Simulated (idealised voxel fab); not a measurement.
This section sets out a process module, namely voxel ribs on slabs.
Section cut is 210 nm wide and gridded with 5 nm square cells.
Heads up, the way a cross-section reads in here is a grid of square cells, handed over as bands from the top down, with every band being one or more rows of cells. Heads up on the band format: heights come first, top then bottom, in nm. After that it's the materials left to right, each with its width in nm. A single material flagged "all across" fills the whole band edge to edge, and "air" means there's empty space there. Note: height 0 marks the level under which the wafer is uniformly one material as received. Lowest band unbounded below, written "top 0, no bottom". Per-row width for "30 to 40": begins at first number (top row of band), ends at second number (bottom row), increment between rows held constant. "nothing different" for a step: no cell of the cross-section changed in that step. Enclosed voids (no open way to top), threshold 8 cells or more, entry "Closed void list", notation width x height at distance, distance from left edge, nm. Read whatever lies past the settings on a step's line as the simulator's own remark about the step. When a step includes a mask, the "overlay nm" setting on its line states how far to the right of its planned place that mask lay, and negative values state how far to the left.
### Below is the list of planned process steps
step 1: RECEIVE [material Si]
step 2: DIRECTIONAL_DEP [material SiO2] [thk nm 20]
step 3: DIRECTIONAL_DEP [material SiN] [thk nm 20]
step 4: PATTERN [tone cover] [mask id RIB] [material resist] [width nm 30] [thk nm 20] [overlay nm 0]
step 5: DIRECTIONAL_ETCH [etch materials SiN] [depth nm 15]
step 6: STRIP [etch materials resist]
step 7: PATTERN [tone cover] [mask id SLAB] [material resist] [width nm 90] [thk nm 20] [overlay nm 0]
step 8: DIRECTIONAL_ETCH [etch materials SiN] [depth nm 5]
step 9: STRIP [etch materials resist]
step 10: FILL_DEP [material SiO2] [thk nm 15]
step 11: CMP [height nm 50]
step 12: DIRECTIONAL_DEP [material W] [thk nm 5]
step 13: PATTERN [tone cover] [mask id HEATER] [material resist] [width nm 30] [thk nm 20] [overlay nm 0]
step 14: DIRECTIONAL_ETCH [etch materials W] [depth nm 5]
step 15: STRIP [etch materials resist]
step 16: CONFORMAL_DEP [material SiN] [thk nm 5]
Don't read the plan's width nm for step 13 as applying to every wafer: that's the first wafer's value, and the wafers differ in it, though they all start identical.
### The first of several wafers, as received after step 1, seen in section
- top 0, no bottom: Si all across
- Closed void list: none
### After the module's final step, step 16: the first of several wafers in cross-section
- top 60, bottom 55: air=85  SiN=40  air=85
- top 55, bottom 50: SiN=90  W=30  SiN=90
- top 50, bottom 40: SiO2 all across
- top 40, bottom 25: SiO2=90  SiN=30  SiO2=90
- top 25, bottom 20: SiO2=60  SiN=90  SiO2=60
- top 20, bottom 0: SiO2 all across
- top 0, no bottom: Si all across
- Closed void list: none
### So this is the cross-section on the last wafer at the end of the module
- top 60, bottom 55: air=75  SiN=65  air=70
- top 55, bottom 50: SiN=80  W=55  SiN=75
- top 50, bottom 40: SiO2 all across
- top 40, bottom 25: SiO2=90  SiN=30  SiO2=90
- top 25, bottom 20: SiO2=60  SiN=90  SiO2=60
- top 20, bottom 0: SiO2 all across
- top 0, no bottom: Si all across
- Closed void list: none
### Every row in this table is a wafer at the end of the module, and it gives, for each of the materials, the cells that wafer has gained (+) or lost (-) since it was received, then its closed voids
width nm 30, +80 SiN, +384 SiO2, +6 W, Closed void list: none
width nm 35, +80 SiN, +384 SiO2, +7 W, Closed void list: none
width nm 40, +80 SiN, +384 SiO2, +8 W, Closed void list: none
width nm 45, +80 SiN, +384 SiO2, +9 W, Closed void list: none
width nm 50, +80 SiN, +384 SiO2, +10 W, Closed void list: none
width nm 55, +80 SiN, +384 SiO2, +11 W, Closed void list: none
